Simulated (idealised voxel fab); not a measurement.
Presented below is a process module, voxel wiring stack.
It is cross-section cut that appears here, measuring 190 nm in width, its square cells being 5 nm in size.
Square cells in a grid make up a cross-section in this document, and the grid is given as bands, listed from the top down, each one or more rows of cells.
Top, bottom (nm), then materials left to right with widths (nm); lone material tagged "all across" fills the whole band edge to edge; "air" = empty space.
Below 0: as-received wafer, all one material; heights counted from there. Lowest band: no bottom, goes on down, written "0 and below".
A width given as "30->40" starts at the first number in the band's top row and ends at the second number in its bottom row, shifting by an equal amount at every step from row to row.
"all unchanged" after a step means that no cell of the cross-section changed.
"Enclosed void entries" specifies each empty space that is not open to the top and that occupies no fewer than 8 cells, using the form width x height at distance, the distance measured from the left edge and all three quantities in nm.
On each step's line, the part that comes after the settings is the simulator's own comment on the step.
What "overlay nm" on a step's line means: if the step has a mask, that mask lay this far to the right of its planned place, or, when the value is negative, to the left.
For the reader: what remains of this document is a series of pairs, each showing a cross-section before one process step and a cross-section after that step which reaches down only to the lowest band that changed, with the step between them and its settings set out under the pair. It should not be assumed that a pair continues from the pair above it; the pairs can come from different runs of this module on the same starting wafer, and such continuity exists only where the entry headed "Before the step" says so.
## Before the step
    110 down to 105: Ru all across
    105 down to 100: 75 of TiN / 5 of Ru / 110 of TiN
    100 down to 85: 70 of SiO2 / 5 of TiN / 5 of Ru / 5 of TiN / 105 of SiO2
    85 down to 80: 70 of SiCN / 15 of TiN / 105 of SiCN
    80 down to 70: 60 of SiO2 / 5 of TiN / 15 of Ru / 5 of TiN / 15 of SiO2 / 5 of TiN / 15 of Ru / 5 of TiN / 65 of SiO2
    70 down to 65: 60 of SiO2 / 5 of TiN / 5 of Ru / 15 of TiN / 15 of SiO2 / 25 of TiN / 65 of SiO2
    65 down to 50: 60 of SiO2 / 5 of TiN / 5 of Ru / 5 of TiN / 115 of SiO2
    50 down to 45: 60 of SiCN / 15 of TiN / 115 of SiCN
    45 down to 40: 55 of SiCN / 35 of Ru / 5 of SiCN / 35 of Ru / 60 of SiCN
    40 down to 20: 60 of SiO2 / 5 of TiN / 15 of W / 5 of TiN / 15 of SiO2 / 5 of TiN / 15 of W / 5 of TiN / 65 of SiO2
    20 down to 15: 60 of SiN / 25 of TiN / 15 of SiN / 25 of TiN / 65 of SiN
    15 down to 0: SiO2 all across
    0 and below: Si all across
    Enclosed void entries: none
## State After Step
    100 down to 85: 70 of SiO2 / 5 of TiN / 5 of Ru / 5 of TiN / 105 of SiO2
    Whatever lies below 85 is exactly as it was before.
    Enclosed void entries: none
The step occurring between the two cross-sections depicted above is identified as op CMP | height nm 100
Before the step: The pre-step condition corresponds to the post-step cross-section depicted in the pair directly above.
## State After Step
    105 down to 100: TiN all across
    Whatever lies below 100 is exactly as it was before.
    Enclosed void entries: none
The step occurring between the two cross-sections depicted above is identified as op DIRECTIONAL_DEP | material TiN | thk nm 5
Before the step: The pre-step condition corresponds to the post-step cross-section depicted in the pair directly above.
## State After Step
    125 down to 105: W all across
    Whatever lies below 105 is exactly as it was before.
    Enclosed void entries: none
The step occurring between the two cross-sections depicted above is identified as op DIRECTIONAL_DEP | material W | thk nm 20
Before the step: The pre-step condition corresponds to the post-step cross-section depicted in the pair directly above.
## State After Step
    145 down to 125: 60 of air / 25 of resist / 15 of air / 25 of resist / 65 of air
    Whatever lies below 125 is exactly as it was before.
    Enclosed void entries: none
The step occurring between the two cross-sections depicted above is identified as op PATTERN | tone cover | mask id METAL_3 | material resist | width nm 25 | pitch nm 40 | thk nm 20 | overlay nm 0
Before the step: The pre-step condition corresponds to the post-step cross-section depicted in the pair directly above.
## State After Step
    145 down to 125: 60 of air / 25 of resist / 15 of air / 25 of resist / 65 of air
    125 down to 105: 60 of air / 25 of W / 15 of air / 25 of W / 65 of air
    Whatever lies below 105 is exactly as it was before.
    Enclosed void entries: none
The step occurring between the two cross-sections depicted above is identified as op DIRECTIONAL_ETCH | etch materials W | depth nm 20
Before the step: The pre-step condition corresponds to the post-step cross-section depicted in the pair directly above.
## State After Step
    145 down to 125: 60 of air / 25 of resist / 15 of air / 25 of resist / 65 of air
    125 down to 105: 60 of air / 25 of W / 15 of air / 25 of W / 65 of air
    105 down to 100: 60 of air / 25 of TiN / 15 of air / 25 of TiN / 65 of air
    Whatever lies below 100 is exactly as it was before.
    Enclosed void entries: none
The step occurring between the two cross-sections depicted above is identified as op DIRECTIONAL_ETCH | etch materials TiN | depth nm 5
Before the step: The pre-step condition corresponds to the post-step cross-section depicted in the pair directly above.
## State After Step
    125 down to 105: 60 of air / 25 of W / 15 of air / 25 of W / 65 of air
    Whatever lies below 105 is exactly as it was before.
    Enclosed void entries: none
The step occurring between the two cross-sections depicted above is identified as op STRIP | etch materials resist
Before the step: The pre-step condition corresponds to the post-step cross-section depicted in the pair directly above.
## State After Step
    130 down to 125: 55 of air / 35 of SiN / 5 of air / 35 of SiN / 60 of air
    125 down to 105: 55 of air / 5 of SiN / 25 of W / 5 of SiN / 5 of air / 5 of SiN / 25 of W / 5 of SiN / 60 of air
    105 down to 100: 60 of SiN / 25 of TiN / 15 of SiN / 25 of TiN / 65 of SiN
    Whatever lies below 100 is exactly as it was before.
    Enclosed void entries: none
The step occurring between the two cross-sections depicted above is identified as op CONFORMAL_DEP | material SiN | thk nm 5
Before the step: The pre-step condition corresponds to the post-step cross-section depicted in the pair directly above.
## State After Step
    135 down to 130: SiO2 all across
    130 down to 125: 55 of SiO2 / 35 of SiN / 5 of SiO2 / 35 of SiN / 60 of SiO2
    125 down to 105: 55 of SiO2 / 5 of SiN / 25 of W / 5 of SiN / 5 of SiO2 / 5 of SiN / 25 of W / 5 of SiN / 60 of SiO2
    Whatever lies below 105 is exactly as it was before.
    Enclosed void entries: none
The step occurring between the two cross-sections depicted above is identified as op FILL_DEP | material SiO2 | thk nm 5
Before the step: The pre-step condition corresponds to the post-step cross-section depicted in the pair directly above.
## State After Step
    125 down to 105: 55 of SiO2 / 5 of SiN / 25 of W / 5 of SiN / 5 of SiO2 / 5 of SiN / 25 of W / 5 of SiN / 60 of SiO2
    Whatever lies below 105 is exactly as it was before.
    Enclosed void entries: none
The step occurring between the two cross-sections depicted above is identified as op CMP | height nm 125
Before the step: The pre-step condition corresponds to the post-step cross-section depicted in the pair directly above.
## State After Step
    130 down to 125: SiCN all across
    Whatever lies below 125 is exactly as it was before.
    Enclosed void entries: none
The step occurring between the two cross-sections depicted above is identified as op CONFORMAL_DEP | material SiCN | thk nm 5
## Before the step
    85 down to 80: SiCN all across
    80 down to 70: 60 of SiO2 / 5 of TiN / 15 of Ru / 5 of TiN / 15 of SiO2 / 5 of TiN / 15 of Ru / 5 of TiN / 65 of SiO2
    70 down to 65: 60 of SiO2 / 5 of TiN / 5 of Ru / 15 of TiN / 15 of SiO2 / 25 of TiN / 65 of SiO2
    65 down to 50: 60 of SiO2 / 5 of TiN / 5 of Ru / 5 of TiN / 115 of SiO2
    50 down to 45: 60 of SiCN / 15 of TiN / 115 of SiCN
    45 down to 40: 55 of SiCN / 35 of Ru / 5 of SiCN / 35 of Ru / 60 of SiCN
    40 down to 20: 60 of SiO2 / 5 of TiN / 15 of W / 5 of TiN / 15 of SiO2 / 5 of TiN / 15 of W / 5 of TiN / 65 of SiO2
    20 down to 15: 60 of SiN / 25 of TiN / 15 of SiN / 25 of TiN / 65 of SiN
    15 down to 0: SiO2 all across
    0 and below: Si all across
    Enclosed void entries: none
## State After Step
    100 down to 85: W all across
    Whatever lies below 85 is exactly as it was before.
    Enclosed void entries: none
The step occurring between the two cross-sections depicted above is identified as op DIRECTIONAL_DEP | material W | thk nm 15
Before the step: The pre-step condition corresponds to the post-step cross-section depicted in the pair directly above.
## State After Step
    115 down to 100: aC all across
    Whatever lies below 100 is exactly as it was before.
    Enclosed void entries: none
The step occurring between the two cross-sections depicted above is identified as op DIRECTIONAL_DEP | material aC | thk nm 15
Before the step: The pre-step condition corresponds to the post-step cross-section depicted in the pair directly above.
## State After Step
    150 down to 115: 60 of resist / 15 of air / 115 of resist
    Whatever lies below 115 is exactly as it was before.
    Enclosed void entries: none
The step occurring between the two cross-sections depicted above is identified as op PATTERN | tone open | mask id PLUG_2 | material resist | width nm 15 | thk nm 35 | overlay nm 0
Before the step: The pre-step condition corresponds to the post-step cross-section depicted in the pair directly above.
## State After Step
    135 down to 115: 60 of resist / 15 of air / 115 of resist
    115 down to 100: 60 of aC / 15 of air / 115 of aC
    Whatever lies below 100 is exactly as it was before.
    Enclosed void entries: none
The step occurring between the two cross-sections depicted above is identified as op DIRECTIONAL_ETCH | etch materials aC | depth nm 15
Before the step: The pre-step condition corresponds to the post-step cross-section depicted in the pair directly above.
## State After Step
    115 down to 100: 60 of aC / 15 of air / 115 of aC
    Whatever lies below 100 is exactly as it was before.
    Enclosed void entries: none
The step occurring between the two cross-sections depicted above is identified as op STRIP | etch materials resist
Before the step: The pre-step condition corresponds to the post-step cross-section depicted in the pair directly above.
## State After Step
    100 down to 85: W all across
    Whatever lies below 85 is exactly as it was before.
    Enclosed void entries: none
The step occurring between the two cross-sections depicted above is identified as op STRIP | etch materials aC
Before the step: The pre-step condition corresponds to the post-step cross-section depicted in the pair directly above.
## State After Step
    105 down to 100: TiN all across
    Whatever lies below 100 is exactly as it was before.
    Enclosed void entries: none
The step occurring between the two cross-sections depicted above is identified as op CONFORMAL_DEP | material TiN | thk nm 5
Before the step: The pre-step condition corresponds to the post-step cross-section depicted in the pair directly above.
## State After Step
    110 down to 105: Ru all across
    Whatever lies below 105 is exactly as it was before.
    Enclosed void entries: none
The step occurring between the two cross-sections depicted above is identified as op FILL_DEP | material Ru | thk nm 5
Before the step: The pre-step condition corresponds to the post-step cross-section depicted in the pair directly above.
## State After Step
    100 down to 85: W all across
    Whatever lies below 85 is exactly as it was before.
    Enclosed void entries: none
The step occurring between the two cross-sections depicted above is identified as op CMP | height nm 100
Before the step: The pre-step condition corresponds to the post-step cross-section depicted in the pair directly above.
## State After Step
    105 down to 100: TiN all across
    Whatever lies below 100 is exactly as it was before.
    Enclosed void entries: none
The step occurring between the two cross-sections depicted above is identified as op DIRECTIONAL_DEP | material TiN | thk nm 5
Before the step: The pre-step condition corresponds to the post-step cross-section depicted in the pair directly above.
## State After Step
    125 down to 105: W all across
    Whatever lies below 105 is exactly as it was before.
    Enclosed void entries: none
The step occurring between the two cross-sections depicted above is identified as op DIRECTIONAL_DEP | material W | thk nm 20
Before the step: The pre-step condition corresponds to the post-step cross-section depicted in the pair directly above.
## State After Step
    145 down to 125: 60 of air / 25 of resist / 15 of air / 25 of resist / 65 of air
    Whatever lies below 125 is exactly as it was before.
    Enclosed void entries: none
The step occurring between the two cross-sections depicted above is identified as op PATTERN | tone cover | mask id METAL_3 | material resist | width nm 25 | pitch nm 40 | thk nm 20 | overlay nm 0
Before the step: The pre-step condition corresponds to the post-step cross-section depicted in the pair directly above.
## State After Step
    145 down to 125: 60 of air / 25 of resist / 15 of air / 25 of resist / 65 of air
    125 down to 105: 60 of air / 25 of W / 15 of air / 25 of W / 65 of air
    Whatever lies below 105 is exactly as it was before.
    Enclosed void entries: none
The step occurring between the two cross-sections depicted above is identified as op DIRECTIONAL_ETCH | etch materials W | depth nm 20
Before the step: The pre-step condition corresponds to the post-step cross-section depicted in the pair directly above.
## State After Step
    145 down to 125: 60 of air / 25 of resist / 15 of air / 25 of resist / 65 of air
    125 down to 105: 60 of air / 25 of W / 15 of air / 25 of W / 65 of air
    105 down to 100: 60 of air / 25 of TiN / 15 of air / 25 of TiN / 65 of air
    Whatever lies below 100 is exactly as it was before.
    Enclosed void entries: none
The step occurring between the two cross-sections depicted above is identified as op DIRECTIONAL_ETCH | etch materials TiN | depth nm 5
Before the step: The pre-step condition corresponds to the post-step cross-section depicted in the pair directly above.
## State After Step
    125 down to 105: 60 of air / 25 of W / 15 of air / 25 of W / 65 of air
    Whatever lies below 105 is exactly as it was before.
    Enclosed void entries: none
The step occurring between the two cross-sections depicted above is identified as op STRIP | etch materials resist
Before the step: The pre-step condition corresponds to the post-step cross-section depicted in the pair directly above.
## State After Step
    130 down to 125: 55 of air / 35 of SiN / 5 of air / 35 of SiN / 60 of air
    125 down to 105: 55 of air / 5 of SiN / 25 of W / 5 of SiN / 5 of air / 5 of SiN / 25 of W / 5 of SiN / 60 of air
    105 down to 100: 60 of SiN / 25 of TiN / 15 of SiN / 25 of TiN / 65 of SiN
    Whatever lies below 100 is exactly as it was before.
    Enclosed void entries: none
The step occurring between the two cross-sections depicted above is identified as op CONFORMAL_DEP | material SiN | thk nm 5
Before the step: The pre-step condition corresponds to the post-step cross-section depicted in the pair directly above.
## State After Step
    135 down to 130: SiO2 all across
    130 down to 125: 55 of SiO2 / 35 of SiN / 5 of SiO2 / 35 of SiN / 60 of SiO2
    125 down to 105: 55 of SiO2 / 5 of SiN / 25 of W / 5 of SiN / 5 of SiO2 / 5 of SiN / 25 of W / 5 of SiN / 60 of SiO2
    Whatever lies below 105 is exactly as it was before.
    Enclosed void entries: none
The step occurring between the two cross-sections depicted above is identified as op FILL_DEP | material SiO2 | thk nm 5
Before the step: The pre-step condition corresponds to the post-step cross-section depicted in the pair directly above.
## State After Step
    125 down to 105: 55 of SiO2 / 5 of SiN / 25 of W / 5 of SiN / 5 of SiO2 / 5 of SiN / 25 of W / 5 of SiN / 60 of SiO2
    Whatever lies below 105 is exactly as it was before.
    Enclosed void entries: none
The step occurring between the two cross-sections depicted above is identified as op CMP | height nm 125
Before the step: The pre-step condition corresponds to the post-step cross-section depicted in the pair directly above.
## State After Step
    130 down to 125: SiCN all across
    Whatever lies below 125 is exactly as it was before.
    Enclosed void entries: none
The step occurring between the two cross-sections depicted above is identified as op CONFORMAL_DEP | material SiCN | thk nm 5
## Before the step
    125 down to 105: W all across
    105 down to 100: TiN all across
    100 down to 85: 60 of SiO2 / 5 of TiN / 5 of Ru / 5 of TiN / 115 of SiO2
    85 down to 80: 60 of SiCN / 15 of TiN / 115 of SiCN
    80 down to 70: 60 of SiO2 / 5 of TiN / 15 of Ru / 5 of TiN / 15 of SiO2 / 5 of TiN / 15 of Ru / 5 of TiN / 65 of SiO2
    70 down to 65: 60 of SiO2 / 5 of TiN / 5 of Ru / 15 of TiN / 15 of SiO2 / 25 of TiN / 65 of SiO2
    65 down to 50: 60 of SiO2 / 5 of TiN / 5 of Ru / 5 of TiN / 115 of SiO2
    50 down to 45: 60 of SiCN / 15 of TiN / 115 of SiCN
    45 down to 40: 55 of SiCN / 35 of Ru / 5 of SiCN / 35 of Ru / 60 of SiCN
    40 down to 20: 60 of SiO2 / 5 of TiN / 15 of W / 5 of TiN / 15 of SiO2 / 5 of TiN / 15 of W / 5 of TiN / 65 of SiO2
    20 down to 15: 60 of SiN / 25 of TiN / 15 of SiN / 25 of TiN / 65 of SiN
    15 down to 0: SiO2 all across
    0 and below: Si all across
    Enclosed void entries: none
## State After Step
    145 down to 125: 60 of resist / 25 of air / 15 of resist / 25 of air / 65 of resist
    Whatever lies below 125 is exactly as it was before.
    Enclosed void entries: none
The step occurring between the two cross-sections depicted above is identified as op PATTERN | tone open | mask id METAL_3 | material resist | width nm 25 | pitch nm 40 | thk nm 20 | overlay nm 0
Before the step: The pre-step condition corresponds to the post-step cross-section depicted in the pair directly above.
## State After Step
    145 down to 125: 60 of resist / 25 of air / 15 of resist / 25 of air / 65 of resist
    125 down to 105: 60 of W / 25 of air / 15 of W / 25 of air / 65 of W
    Whatever lies below 105 is exactly as it was before.
    Enclosed void entries: none
The step occurring between the two cross-sections depicted above is identified as op DIRECTIONAL_ETCH | etch materials W | depth nm 20
Before the step: The pre-step condition corresponds to the post-step cross-section depicted in the pair directly above.
## State After Step
    145 down to 125: 60 of resist / 25 of air / 15 of resist / 25 of air / 65 of resist
    125 down to 105: 60 of W / 25 of air / 15 of W / 25 of air / 65 of W
    105 down to 100: 60 of TiN / 25 of air / 15 of TiN / 25 of air / 65 of TiN
    Whatever lies below 100 is exactly as it was before.
    Enclosed void entries: none
The step occurring between the two cross-sections depicted above is identified as op DIRECTIONAL_ETCH | etch materials TiN | depth nm 5
Before the step: The pre-step condition corresponds to the post-step cross-section depicted in the pair directly above.
## State After Step
    125 down to 105: 60 of W / 25 of air / 15 of W / 25 of air / 65 of W
    Whatever lies below 105 is exactly as it was before.
    Enclosed void entries: none
The step occurring between the two cross-sections depicted above is identified as op STRIP | etch materials resist
Before the step: The pre-step condition corresponds to the post-step cross-section depicted in the pair directly above.
## State After Step
    130 down to 125: 65 of SiN / 15 of air / 25 of SiN / 15 of air / 70 of SiN
    125 down to 105: 60 of W / 5 of SiN / 15 of air / 5 of SiN / 15 of W / 5 of SiN / 15 of air / 5 of SiN / 65 of W
    105 down to 100: 60 of TiN / 25 of SiN / 15 of TiN / 25 of SiN / 65 of TiN
    Whatever lies below 100 is exactly as it was before.
    Enclosed void entries: none
The step occurring between the two cross-sections depicted above is identified as op CONFORMAL_DEP | material SiN | thk nm 5
Before the step: The pre-step condition corresponds to the post-step cross-section depicted in the pair directly above.
## State After Step
    135 down to 130: SiO2 all across
    130 down to 125: 65 of SiN / 15 of SiO2 / 25 of SiN / 15 of SiO2 / 70 of SiN
    125 down to 105: 60 of W / 5 of SiN / 15 of SiO2 / 5 of SiN / 15 of W / 5 of SiN / 15 of SiO2 / 5 of SiN / 65 of W
    Whatever lies below 105 is exactly as it was before.
    Enclosed void entries: none
The step occurring between the two cross-sections depicted above is identified as op FILL_DEP | material SiO2 | thk nm 5
Before the step: The pre-step condition corresponds to the post-step cross-section depicted in the pair directly above.
## State After Step
    125 down to 105: 60 of W / 5 of SiN / 15 of SiO2 / 5 of SiN / 15 of W / 5 of SiN / 15 of SiO2 / 5 of SiN / 65 of W
    Whatever lies below 105 is exactly as it was before.
    Enclosed void entries: none
The step occurring between the two cross-sections depicted above is identified as op CMP | height nm 125
Before the step: The pre-step condition corresponds to the post-step cross-section depicted in the pair directly above.
## State After Step
    130 down to 125: SiCN all across
    Whatever lies below 125 is exactly as it was before.
    Enclosed void entries: none
The step occurring between the two cross-sections depicted above is identified as op CONFORMAL_DEP | material SiCN | thk nm 5
